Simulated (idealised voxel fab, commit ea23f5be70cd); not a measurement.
The process module presented herein is designated voxel gate over fins.
Square cells of 5 nm make up the cross-section cut, whose width is 235 nm.
Bands, listed from the top down, are how a cross-section gets written in this document; the cross-section itself is a grid of square cells, and a band is one or more rows of them. First you get the band's top height and its bottom height, in nm, and then the materials it's made of, left to right, with each width in nm. If you see a single material with "edge to edge", that one covers the band edge to edge. "empty" is empty space. Below 0: as-received wafer, all one material; heights counted from there. Lowest band: no bottom, goes on down, written "0 -> down". It should be noted that a width expressed as "30..40" varies in equal increments from row to row of cells within the band, taking the value of the first number at the top row and that of the second number at the bottom row. Basically "no modifications" means that step didn't change any cell in the cross-section. "Sealed void list": empty spaces of 8 cells or more with no open way to the top, each given as width x height at distance, distance from the left edge, all in nm. On each step's line, the part that comes after the settings is the simulator's own comment on the step. overlay nm: where the mask lay relative to plan, measured to the right, on steps with a mask; negatives go left.

**Below is the list of planned process steps**
1: RECEIVE (material Si)
2: CONFORMAL_DEP (material SiN; thk nm 10)
3: DIRECTIONAL_DEP (material aC; thk nm 10)
4: PATTERN (tone cover; mask id FINS; material resist; width nm 15; pitch nm 50; thk nm 25; overlay nm 0)
5: DIRECTIONAL_ETCH (etch materials aC; depth nm 10)
6: STRIP (etch materials resist)
7: DIRECTIONAL_ETCH (etch materials SiN; depth nm 10)
8: DIRECTIONAL_ETCH (etch materials Si; depth nm 35)
9: STRIP (etch materials aC)
10: OXIDIZE (depth nm 5)
11: FILL_DEP (material SiO2; thk nm 10)
12: CMP (height nm 10)
13: DIRECTIONAL_DEP (material aC; thk nm 10)
14: PATTERN (tone open; mask id RAIL; material resist; width nm 15; thk nm 30; overlay nm 0)
15: DIRECTIONAL_ETCH (etch materials aC; depth nm 10)
16: STRIP (etch materials resist)
17: DIRECTIONAL_ETCH (etch materials SiO2; depth nm 40)
18: STRIP (etch materials aC)
19: CONFORMAL_DEP (material TiN; thk nm 5)
20: FILL_DEP (material Ru; thk nm 5)
21: CMP (height nm 10)
22: SELECTIVE_ETCH (etch materials W Ru TiN; depth nm 35)
23: FILL_DEP (material SiO2; thk nm 5)
24: CMP (height nm 10)
25: SELECTIVE_ETCH (etch materials SiO2; depth nm 25)
26: STRIP (etch materials SiN)
27: CONFORMAL_DEP (material HfO2; thk nm 5)
28: CONFORMAL_DEP (material TiN; thk nm 5)
29: CONFORMAL_DEP (material TiAl; thk nm 5)
30: CONFORMAL_DEP (material TiN; thk nm 5)
31: FILL_DEP (material W; thk nm 10)
32: CMP (height nm 25)
33: CONFORMAL_DEP (material SiN; thk nm 10)

**The following pertains to the first of two wafers, which was processed as planned**

**Received-state cross-section, reflecting completion of step 1**
0 -> down: Si edge to edge
Sealed void list: none

**How the wafer stands in section after step 2**
10 -> 0: SiN edge to edge
Rest of section, below 0: as before.

**How the wafer stands in section after step 3**
20 -> 10: aC edge to edge
Rest of section, below 10: as before.

**How the wafer stands in section after step 4**
45 -> 20: empty=35 / resist=15 / empty=35 / resist=15 / empty=35 / resist=15 / empty=35 / resist=15 / empty=35
Rest of section, below 20: as before.

**How the wafer stands in section after step 5**
35 -> 20: empty=35 / resist=15 / empty=35 / resist=15 / empty=35 / resist=15 / empty=35 / resist=15 / empty=35
20 -> 10: empty=35 / aC=15 / empty=35 / aC=15 / empty=35 / aC=15 / empty=35 / aC=15 / empty=35
Rest of section, below 10: as before.

**How the wafer stands in section after step 6**
20 -> 10: empty=35 / aC=15 / empty=35 / aC=15 / empty=35 / aC=15 / empty=35 / aC=15 / empty=35
Rest of section, below 10: as before.

**How the wafer stands in section after step 7**
20 -> 10: empty=35 / aC=15 / empty=35 / aC=15 / empty=35 / aC=15 / empty=35 / aC=15 / empty=35
10 -> 0: empty=35 / SiN=15 / empty=35 / SiN=15 / empty=35 / SiN=15 / empty=35 / SiN=15 / empty=35
Rest of section, below 0: as before.

**How the wafer stands in section after step 8**
20 -> 10: empty=35 / aC=15 / empty=35 / aC=15 / empty=35 / aC=15 / empty=35 / aC=15 / empty=35
10 -> 0: empty=35 / SiN=15 / empty=35 / SiN=15 / empty=35 / SiN=15 / empty=35 / SiN=15 / empty=35
0 -> -35: empty=35 / Si=15 / empty=35 / Si=15 / empty=35 / Si=15 / empty=35 / Si=15 / empty=35
Rest of section, below -35: as before.

**How the wafer stands in section after step 9**
10 -> 0: empty=35 / SiN=15 / empty=35 / SiN=15 / empty=35 / SiN=15 / empty=35 / SiN=15 / empty=35
Rest of section, below 0: as before.

**How the wafer stands in section after step 10**
10 -> 0: empty=35 / SiN=15 / empty=35 / SiN=15 / empty=35 / SiN=15 / empty=35 / SiN=15 / empty=35
0 -> -35: empty=35 / SiO2=5 / Si=5 / SiO2=5 / empty=35 / SiO2=5 / Si=5 / SiO2=5 / empty=35 / SiO2=5 / Si=5 / SiO2=5 / empty=35 / SiO2=5 / Si=5 / SiO2=5 / empty=35
-35 -> -40: SiO2=40 / Si=5 / SiO2=45 / Si=5 / SiO2=45 / Si=5 / SiO2=45 / Si=5 / SiO2=40
Rest of section, below -40: as before.

**How the wafer stands in section after step 11**
20 -> 10: SiO2 edge to edge
10 -> 0: SiO2=35 / SiN=15 / SiO2=35 / SiN=15 / SiO2=35 / SiN=15 / SiO2=35 / SiN=15 / SiO2=35
0 -> -40: SiO2=40 / Si=5 / SiO2=45 / Si=5 / SiO2=45 / Si=5 / SiO2=45 / Si=5 / SiO2=40
Rest of section, below -40: as before.

**How the wafer stands in section after step 12**
10 -> 0: SiO2=35 / SiN=15 / SiO2=35 / SiN=15 / SiO2=35 / SiN=15 / SiO2=35 / SiN=15 / SiO2=35
Rest of section, below 0: as before.

**How the wafer stands in section after step 13**
20 -> 10: aC edge to edge
Rest of section, below 10: as before.

**How the wafer stands in section after step 14**
50 -> 20: resist=60 / empty=15 / resist=160
Rest of section, below 20: as before.

**How the wafer stands in section after step 15**
40 -> 20: resist=60 / empty=15 / resist=160
20 -> 10: aC=60 / empty=15 / aC=160
Rest of section, below 10: as before.

**How the wafer stands in section after step 16**
20 -> 10: aC=60 / empty=15 / aC=160
Rest of section, below 10: as before.

**How the wafer stands in section after step 17**
20 -> 10: aC=60 / empty=15 / aC=160
10 -> 0: SiO2=35 / SiN=15 / SiO2=10 / empty=15 / SiO2=10 / SiN=15 / SiO2=35 / SiN=15 / SiO2=35 / SiN=15 / SiO2=35
0 -> -30: SiO2=40 / Si=5 / SiO2=15 / empty=15 / SiO2=15 / Si=5 / SiO2=45 / Si=5 / SiO2=45 / Si=5 / SiO2=40
Rest of section, below -30: as before.

**How the wafer stands in section after step 18**
10 -> 0: SiO2=35 / SiN=15 / SiO2=10 / empty=15 / SiO2=10 / SiN=15 / SiO2=35 / SiN=15 / SiO2=35 / SiN=15 / SiO2=35
Rest of section, below 0: as before.

**How the wafer stands in section after step 19**
15 -> 10: TiN=65 / empty=5 / TiN=165
10 -> 0: SiO2=35 / SiN=15 / SiO2=10 / TiN=5 / empty=5 / TiN=5 / SiO2=10 / SiN=15 / SiO2=35 / SiN=15 / SiO2=35 / SiN=15 / SiO2=35
0 -> -25: SiO2=40 / Si=5 / SiO2=15 / TiN=5 / empty=5 / TiN=5 / SiO2=15 / Si=5 / SiO2=45 / Si=5 / SiO2=45 / Si=5 / SiO2=40
-25 -> -30: SiO2=40 / Si=5 / SiO2=15 / TiN=15 / SiO2=15 / Si=5 / SiO2=45 / Si=5 / SiO2=45 / Si=5 / SiO2=40
Rest of section, below -30: as before.

**How the wafer stands in section after step 20**
20 -> 15: Ru edge to edge
15 -> 10: TiN=65 / Ru=5 / TiN=165
10 -> 0: SiO2=35 / SiN=15 / SiO2=10 / TiN=5 / Ru=5 / TiN=5 / SiO2=10 / SiN=15 / SiO2=35 / SiN=15 / SiO2=35 / SiN=15 / SiO2=35
0 -> -25: SiO2=40 / Si=5 / SiO2=15 / TiN=5 / Ru=5 / TiN=5 / SiO2=15 / Si=5 / SiO2=45 / Si=5 / SiO2=45 / Si=5 / SiO2=40
Rest of section, below -25: as before.

**How the wafer stands in section after step 21**
10 -> 0: SiO2=35 / SiN=15 / SiO2=10 / TiN=5 / Ru=5 / TiN=5 / SiO2=10 / SiN=15 / SiO2=35 / SiN=15 / SiO2=35 / SiN=15 / SiO2=35
Rest of section, below 0: as before.

**How the wafer stands in section after step 22**
10 -> 0: SiO2=35 / SiN=15 / SiO2=10 / empty=15 / SiO2=10 / SiN=15 / SiO2=35 / SiN=15 / SiO2=35 / SiN=15 / SiO2=35
0 -> -25: SiO2=40 / Si=5 / SiO2=15 / empty=15 / SiO2=15 / Si=5 / SiO2=45 / Si=5 / SiO2=45 / Si=5 / SiO2=40
Rest of section, below -25: as before.

**How the wafer stands in section after step 23**
15 -> 10: SiO2 edge to edge
10 -> 0: SiO2=35 / SiN=15 / SiO2=35 / SiN=15 / SiO2=35 / SiN=15 / SiO2=35 / SiN=15 / SiO2=35
0 -> -25: SiO2=40 / Si=5 / SiO2=45 / Si=5 / SiO2=45 / Si=5 / SiO2=45 / Si=5 / SiO2=40
Rest of section, below -25: as before.

**How the wafer stands in section after step 24**
10 -> 0: SiO2=35 / SiN=15 / SiO2=35 / SiN=15 / SiO2=35 / SiN=15 / SiO2=35 / SiN=15 / SiO2=35
Rest of section, below 0: as before.

**How the wafer stands in section after step 25**
10 -> 0: empty=35 / SiN=15 / empty=35 / SiN=15 / empty=35 / SiN=15 / empty=35 / SiN=15 / empty=35
0 -> -15: empty=40 / Si=5 / empty=45 / Si=5 / empty=45 / Si=5 / empty=45 / Si=5 / empty=40
Rest of section, below -15: as before.

**How the wafer stands in section after step 26**
0 -> -15: empty=40 / Si=5 / empty=45 / Si=5 / empty=45 / Si=5 / empty=45 / Si=5 / empty=40
Rest of section, below -15: as before.

**How the wafer stands in section after step 27**
5 -> 0: empty=35 / HfO2=15 / empty=35 / HfO2=15 / empty=35 / HfO2=15 / empty=35 / HfO2=15 / empty=35
0 -> -10: empty=35 / HfO2=5 / Si=5 / HfO2=5 / empty=35 / HfO2=5 / Si=5 / HfO2=5 / empty=35 / HfO2=5 / Si=5 / HfO2=5 / empty=35 / HfO2=5 / Si=5 / HfO2=5 / empty=35
-10 -> -15: HfO2=40 / Si=5 / HfO2=45 / Si=5 / HfO2=45 / Si=5 / HfO2=45 / Si=5 / HfO2=40
Rest of section, below -15: as before.

**How the wafer stands in section after step 28**
10 -> 5: empty=30 / TiN=25 / empty=25 / TiN=25 / empty=25 / TiN=25 / empty=25 / TiN=25 / empty=30
5 -> 0: empty=30 / TiN=5 / HfO2=15 / TiN=5 / empty=25 / TiN=5 / HfO2=15 / TiN=5 / empty=25 / TiN=5 / HfO2=15 / TiN=5 / empty=25 / TiN=5 / HfO2=15 / TiN=5 / empty=30
0 -> -5: empty=30 / TiN=5 / HfO2=5 / Si=5 / HfO2=5 / TiN=5 / empty=25 / TiN=5 / HfO2=5 / Si=5 / HfO2=5 / TiN=5 / empty=25 / TiN=5 / HfO2=5 / Si=5 / HfO2=5 / TiN=5 / empty=25 / TiN=5 / HfO2=5 / Si=5 / HfO2=5 / TiN=5 / empty=30
-5 -> -10: TiN=35 / HfO2=5 / Si=5 / HfO2=5 / TiN=35 / HfO2=5 / Si=5 / HfO2=5 / TiN=35 / HfO2=5 / Si=5 / HfO2=5 / TiN=35 / HfO2=5 / Si=5 / HfO2=5 / TiN=35
Rest of section, below -10: as before.

**How the wafer stands in section after step 29**
15 -> 10: empty=25 / TiAl=35 / empty=15 / TiAl=35 / empty=15 / TiAl=35 / empty=15 / TiAl=35 / empty=25
10 -> 5: empty=25 / TiAl=5 / TiN=25 / TiAl=5 / empty=15 / TiAl=5 / TiN=25 / TiAl=5 / empty=15 / TiAl=5 / TiN=25 / TiAl=5 / empty=15 / TiAl=5 / TiN=25 / TiAl=5 / empty=25
5 -> 0: empty=25 / TiAl=5 / TiN=5 / HfO2=15 / TiN=5 / TiAl=5 / empty=15 / TiAl=5 / TiN=5 / HfO2=15 / TiN=5 / TiAl=5 / empty=15 / TiAl=5 / TiN=5 / HfO2=15 / TiN=5 / TiAl=5 / empty=15 / TiAl=5 / TiN=5 / HfO2=15 / TiN=5 / TiAl=5 / empty=25
0 -> -5: TiAl=30 / TiN=5 / HfO2=5 / Si=5 / HfO2=5 / TiN=5 / TiAl=25 / TiN=5 / HfO2=5 / Si=5 / HfO2=5 / TiN=5 / TiAl=25 / TiN=5 / HfO2=5 / Si=5 / HfO2=5 / TiN=5 / TiAl=25 / TiN=5 / HfO2=5 / Si=5 / HfO2=5 / TiN=5 / TiAl=30
Rest of section, below -5: as before.

**How the wafer stands in section after step 30**
20 -> 15: empty=20 / TiN=45 / empty=5 / TiN=45 / empty=5 / TiN=45 / empty=5 / TiN=45 / empty=20
15 -> 10: empty=20 / TiN=5 / TiAl=35 / TiN=5 / empty=5 / TiN=5 / TiAl=35 / TiN=5 / empty=5 / TiN=5 / TiAl=35 / TiN=5 / empty=5 / TiN=5 / TiAl=35 / TiN=5 / empty=20
10 -> 5: empty=20 / TiN=5 / TiAl=5 / TiN=25 / TiAl=5 / TiN=5 / empty=5 / TiN=5 / TiAl=5 / TiN=25 / TiAl=5 / TiN=5 / empty=5 / TiN=5 / TiAl=5 / TiN=25 / TiAl=5 / TiN=5 / empty=5 / TiN=5 / TiAl=5 / TiN=25 / TiAl=5 / TiN=5 / empty=20
5 -> 0: TiN=25 / TiAl=5 / TiN=5 / HfO2=15 / TiN=5 / TiAl=5 / TiN=15 / TiAl=5 / TiN=5 / HfO2=15 / TiN=5 / TiAl=5 / TiN=15 / TiAl=5 / TiN=5 / HfO2=15 / TiN=5 / TiAl=5 / TiN=15 / TiAl=5 / TiN=5 / HfO2=15 / TiN=5 / TiAl=5 / TiN=25
Rest of section, below 0: as before.

**How the wafer stands in section after step 31**
30 -> 20: W edge to edge
20 -> 15: W=20 / TiN=45 / W=5 / TiN=45 / W=5 / TiN=45 / W=5 / TiN=45 / W=20
15 -> 10: W=20 / TiN=5 / TiAl=35 / TiN=5 / W=5 / TiN=5 / TiAl=35 / TiN=5 / W=5 / TiN=5 / TiAl=35 / TiN=5 / W=5 / TiN=5 / TiAl=35 / TiN=5 / W=20
10 -> 5: W=20 / TiN=5 / TiAl=5 / TiN=25 / TiAl=5 / TiN=5 / W=5 / TiN=5 / TiAl=5 / TiN=25 / TiAl=5 / TiN=5 / W=5 / TiN=5 / TiAl=5 / TiN=25 / TiAl=5 / TiN=5 / W=5 / TiN=5 / TiAl=5 / TiN=25 / TiAl=5 / TiN=5 / W=20
Rest of section, below 5: as before.

**How the wafer stands in section after step 32**
25 -> 20: W edge to edge
Rest of section, below 20: as before.

**How the wafer stands in section after step 33**
35 -> 25: SiN edge to edge
Rest of section, below 25: as before.

**What follows concerns the second wafer, which started out like the first and was meant to follow the very same plan; one mistake crept in when it was run, but everything up to and including step 13 is the same as for the first wafer**

**Second wafer profile in section, at the moment step 14 of the plan was meant to be complete**
50 -> 20: empty=60 / resist=15 / empty=160
Rest of section, below 20: as before.

**Second wafer profile in section, at the moment step 15 of the plan was meant to be complete**
40 -> 20: empty=60 / resist=15 / empty=160
20 -> 10: empty=60 / aC=15 / empty=160
Rest of section, below 10: as before.

**Second wafer profile in section, at the moment step 16 of the plan was meant to be complete**
20 -> 10: empty=60 / aC=15 / empty=160
Rest of section, below 10: as before.

**Second wafer profile in section, at the moment step 17 of the plan was meant to be complete**
20 -> 10: empty=60 / aC=15 / empty=160
10 -> 0: empty=35 / SiN=15 / empty=10 / SiO2=15 / empty=10 / SiN=15 / empty=35 / SiN=15 / empty=35 / SiN=15 / empty=35
0 -> -30: empty=35 / SiO2=5 / Si=5 / SiO2=5 / empty=10 / SiO2=15 / empty=10 / SiO2=5 / Si=5 / SiO2=5 / empty=35 / SiO2=5 / Si=5 / SiO2=5 / empty=35 / SiO2=5 / Si=5 / SiO2=5 / empty=35
Rest of section, below -30: as before.

**Second wafer profile in section, at the moment step 18 of the plan was meant to be complete**
10 -> 0: empty=35 / SiN=15 / empty=10 / SiO2=15 / empty=10 / SiN=15 / empty=35 / SiN=15 / empty=35 / SiN=15 / empty=35
Rest of section, below 0: as before.

**Second wafer profile in section, at the moment step 19 of the plan was meant to be complete**
15 -> 10: empty=30 / TiN=75 / empty=25 / TiN=25 / empty=25 / TiN=25 / empty=30
10 -> 0: empty=30 / TiN=5 / SiN=15 / TiN=10 / SiO2=15 / TiN=10 / SiN=15 / TiN=5 / empty=25 / TiN=5 / SiN=15 / TiN=5 / empty=25 / TiN=5 / SiN=15 / TiN=5 / empty=30
0 -> -25: empty=30 / TiN=5 / SiO2=5 / Si=5 / SiO2=5 / TiN=10 / SiO2=15 / TiN=10 / SiO2=5 / Si=5 / SiO2=5 / TiN=5 / empty=25 / TiN=5 / SiO2=5 / Si=5 / SiO2=5 / TiN=5 / empty=25 / TiN=5 / SiO2=5 / Si=5 / SiO2=5 / TiN=5 / empty=30
-25 -> -30: TiN=35 / SiO2=5 / Si=5 / SiO2=5 / TiN=10 / SiO2=15 / TiN=10 / SiO2=5 / Si=5 / SiO2=5 / TiN=35 / SiO2=5 / Si=5 / SiO2=5 / TiN=35 / SiO2=5 / Si=5 / SiO2=5 / TiN=35
Rest of section, below -30: as before.

**Second wafer profile in section, at the moment step 20 of the plan was meant to be complete**
20 -> 15: Ru edge to edge
15 -> 10: Ru=30 / TiN=75 / Ru=25 / TiN=25 / Ru=25 / TiN=25 / Ru=30
10 -> 0: Ru=30 / TiN=5 / SiN=15 / TiN=10 / SiO2=15 / TiN=10 / SiN=15 / TiN=5 / Ru=25 / TiN=5 / SiN=15 / TiN=5 / Ru=25 / TiN=5 / SiN=15 / TiN=5 / Ru=30
0 -> -25: Ru=30 / TiN=5 / SiO2=5 / Si=5 / SiO2=5 / TiN=10 / SiO2=15 / TiN=10 / SiO2=5 / Si=5 / SiO2=5 / TiN=5 / Ru=25 / TiN=5 / SiO2=5 / Si=5 / SiO2=5 / TiN=5 / Ru=25 / TiN=5 / SiO2=5 / Si=5 / SiO2=5 / TiN=5 / Ru=30
Rest of section, below -25: as before.

**Second wafer profile in section, at the moment step 21 of the plan was meant to be complete**
10 -> 0: Ru=30 / TiN=5 / SiN=15 / TiN=10 / SiO2=15 / TiN=10 / SiN=15 / TiN=5 / Ru=25 / TiN=5 / SiN=15 / TiN=5 / Ru=25 / TiN=5 / SiN=15 / TiN=5 / Ru=30
Rest of section, below 0: as before.

**Second wafer profile in section, at the moment step 22 of the plan was meant to be complete**
10 -> 0: empty=35 / SiN=15 / empty=10 / SiO2=15 / empty=10 / SiN=15 / empty=35 / SiN=15 / empty=35 / SiN=15 / empty=35
0 -> -25: empty=35 / SiO2=5 / Si=5 / SiO2=5 / empty=10 / SiO2=15 / empty=10 / SiO2=5 / Si=5 / SiO2=5 / empty=35 / SiO2=5 / Si=5 / SiO2=5 / empty=35 / SiO2=5 / Si=5 / SiO2=5 / empty=35
Rest of section, below -25: as before.

**Second wafer profile in section, at the moment step 23 of the plan was meant to be complete**
15 -> 10: SiO2 edge to edge
10 -> 0: SiO2=35 / SiN=15 / SiO2=35 / SiN=15 / SiO2=35 / SiN=15 / SiO2=35 / SiN=15 / SiO2=35
0 -> -25: SiO2=40 / Si=5 / SiO2=45 / Si=5 / SiO2=45 / Si=5 / SiO2=45 / Si=5 / SiO2=40
Rest of section, below -25: as before.

**Second wafer profile in section, at the moment step 24 of the plan was meant to be complete**
10 -> 0: SiO2=35 / SiN=15 / SiO2=35 / SiN=15 / SiO2=35 / SiN=15 / SiO2=35 / SiN=15 / SiO2=35
Rest of section, below 0: as before.

**Second wafer profile in section, at the moment step 25 of the plan was meant to be complete**
10 -> 0: empty=35 / SiN=15 / empty=35 / SiN=15 / empty=35 / SiN=15 / empty=35 / SiN=15 / empty=35
0 -> -15: empty=40 / Si=5 / empty=45 / Si=5 / empty=45 / Si=5 / empty=45 / Si=5 / empty=40
Rest of section, below -15: as before.

**Second wafer profile in section, at the moment step 26 of the plan was meant to be complete**
0 -> -15: empty=40 / Si=5 / empty=45 / Si=5 / empty=45 / Si=5 / empty=45 / Si=5 / empty=40
Rest of section, below -15: as before.

**Second wafer profile in section, at the moment step 27 of the plan was meant to be complete**
5 -> 0: empty=35 / HfO2=15 / empty=35 / HfO2=15 / empty=35 / HfO2=15 / empty=35 / HfO2=15 / empty=35
0 -> -10: empty=35 / HfO2=5 / Si=5 / HfO2=5 / empty=35 / HfO2=5 / Si=5 / HfO2=5 / empty=35 / HfO2=5 / Si=5 / HfO2=5 / empty=35 / HfO2=5 / Si=5 / HfO2=5 / empty=35
-10 -> -15: HfO2=40 / Si=5 / HfO2=45 / Si=5 / HfO2=45 / Si=5 / HfO2=45 / Si=5 / HfO2=40
Rest of section, below -15: as before.

**Second wafer profile in section, at the moment step 28 of the plan was meant to be complete**
10 -> 5: empty=30 / TiN=25 / empty=25 / TiN=25 / empty=25 / TiN=25 / empty=25 / TiN=25 / empty=30
5 -> 0: empty=30 / TiN=5 / HfO2=15 / TiN=5 / empty=25 / TiN=5 / HfO2=15 / TiN=5 / empty=25 / TiN=5 / HfO2=15 / TiN=5 / empty=25 / TiN=5 / HfO2=15 / TiN=5 / empty=30
0 -> -5: empty=30 / TiN=5 / HfO2=5 / Si=5 / HfO2=5 / TiN=5 / empty=25 / TiN=5 / HfO2=5 / Si=5 / HfO2=5 / TiN=5 / empty=25 / TiN=5 / HfO2=5 / Si=5 / HfO2=5 / TiN=5 / empty=25 / TiN=5 / HfO2=5 / Si=5 / HfO2=5 / TiN=5 / empty=30
-5 -> -10: TiN=35 / HfO2=5 / Si=5 / HfO2=5 / TiN=35 / HfO2=5 / Si=5 / HfO2=5 / TiN=35 / HfO2=5 / Si=5 / HfO2=5 / TiN=35 / HfO2=5 / Si=5 / HfO2=5 / TiN=35
Rest of section, below -10: as before.

**Second wafer profile in section, at the moment step 29 of the plan was meant to be complete**
15 -> 10: empty=25 / TiAl=35 / empty=15 / TiAl=35 / empty=15 / TiAl=35 / empty=15 / TiAl=35 / empty=25
10 -> 5: empty=25 / TiAl=5 / TiN=25 / TiAl=5 / empty=15 / TiAl=5 / TiN=25 / TiAl=5 / empty=15 / TiAl=5 / TiN=25 / TiAl=5 / empty=15 / TiAl=5 / TiN=25 / TiAl=5 / empty=25
5 -> 0: empty=25 / TiAl=5 / TiN=5 / HfO2=15 / TiN=5 / TiAl=5 / empty=15 / TiAl=5 / TiN=5 / HfO2=15 / TiN=5 / TiAl=5 / empty=15 / TiAl=5 / TiN=5 / HfO2=15 / TiN=5 / TiAl=5 / empty=15 / TiAl=5 / TiN=5 / HfO2=15 / TiN=5 / TiAl=5 / empty=25
0 -> -5: TiAl=30 / TiN=5 / HfO2=5 / Si=5 / HfO2=5 / TiN=5 / TiAl=25 / TiN=5 / HfO2=5 / Si=5 / HfO2=5 / TiN=5 / TiAl=25 / TiN=5 / HfO2=5 / Si=5 / HfO2=5 / TiN=5 / TiAl=25 / TiN=5 / HfO2=5 / Si=5 / HfO2=5 / TiN=5 / TiAl=30
Rest of section, below -5: as before.

**Second wafer profile in section, at the moment step 30 of the plan was meant to be complete**
20 -> 15: empty=20 / TiN=45 / empty=5 / TiN=45 / empty=5 / TiN=45 / empty=5 / TiN=45 / empty=20
15 -> 10: empty=20 / TiN=5 / TiAl=35 / TiN=5 / empty=5 / TiN=5 / TiAl=35 / TiN=5 / empty=5 / TiN=5 / TiAl=35 / TiN=5 / empty=5 / TiN=5 / TiAl=35 / TiN=5 / empty=20
10 -> 5: empty=20 / TiN=5 / TiAl=5 / TiN=25 / TiAl=5 / TiN=5 / empty=5 / TiN=5 / TiAl=5 / TiN=25 / TiAl=5 / TiN=5 / empty=5 / TiN=5 / TiAl=5 / TiN=25 / TiAl=5 / TiN=5 / empty=5 / TiN=5 / TiAl=5 / TiN=25 / TiAl=5 / TiN=5 / empty=20
5 -> 0: TiN=25 / TiAl=5 / TiN=5 / HfO2=15 / TiN=5 / TiAl=5 / TiN=15 / TiAl=5 / TiN=5 / HfO2=15 / TiN=5 / TiAl=5 / TiN=15 / TiAl=5 / TiN=5 / HfO2=15 / TiN=5 / TiAl=5 / TiN=15 / TiAl=5 / TiN=5 / HfO2=15 / TiN=5 / TiAl=5 / TiN=25
Rest of section, below 0: as before.

**Second wafer profile in section, at the moment step 31 of the plan was meant to be complete**
30 -> 20: W edge to edge
20 -> 15: W=20 / TiN=45 / W=5 / TiN=45 / W=5 / TiN=45 / W=5 / TiN=45 / W=20
15 -> 10: W=20 / TiN=5 / TiAl=35 / TiN=5 / W=5 / TiN=5 / TiAl=35 / TiN=5 / W=5 / TiN=5 / TiAl=35 / TiN=5 / W=5 / TiN=5 / TiAl=35 / TiN=5 / W=20
10 -> 5: W=20 / TiN=5 / TiAl=5 / TiN=25 / TiAl=5 / TiN=5 / W=5 / TiN=5 / TiAl=5 / TiN=25 / TiAl=5 / TiN=5 / W=5 / TiN=5 / TiAl=5 / TiN=25 / TiAl=5 / TiN=5 / W=5 / TiN=5 / TiAl=5 / TiN=25 / TiAl=5 / TiN=5 / W=20
Rest of section, below 5: as before.

**Second wafer profile in section, at the moment step 32 of the plan was meant to be complete**
25 -> 20: W edge to edge
Rest of section, below 20: as before.

**Second wafer profile in section, at the moment step 33 of the plan was meant to be complete**
35 -> 25: SiN edge to edge
Rest of section, below 25: as before.
What broke from the plan during processing? so step 14 ended up running with a different setting than we planned, it ran as PATTERN (tone cover; mask id RAIL; material resist; width nm 15; thk nm 30; overlay nm 0)
The final cell counts differ between the wafers, with the second having more or fewer of some materials than the first: SiO2 -29 | TiN +29
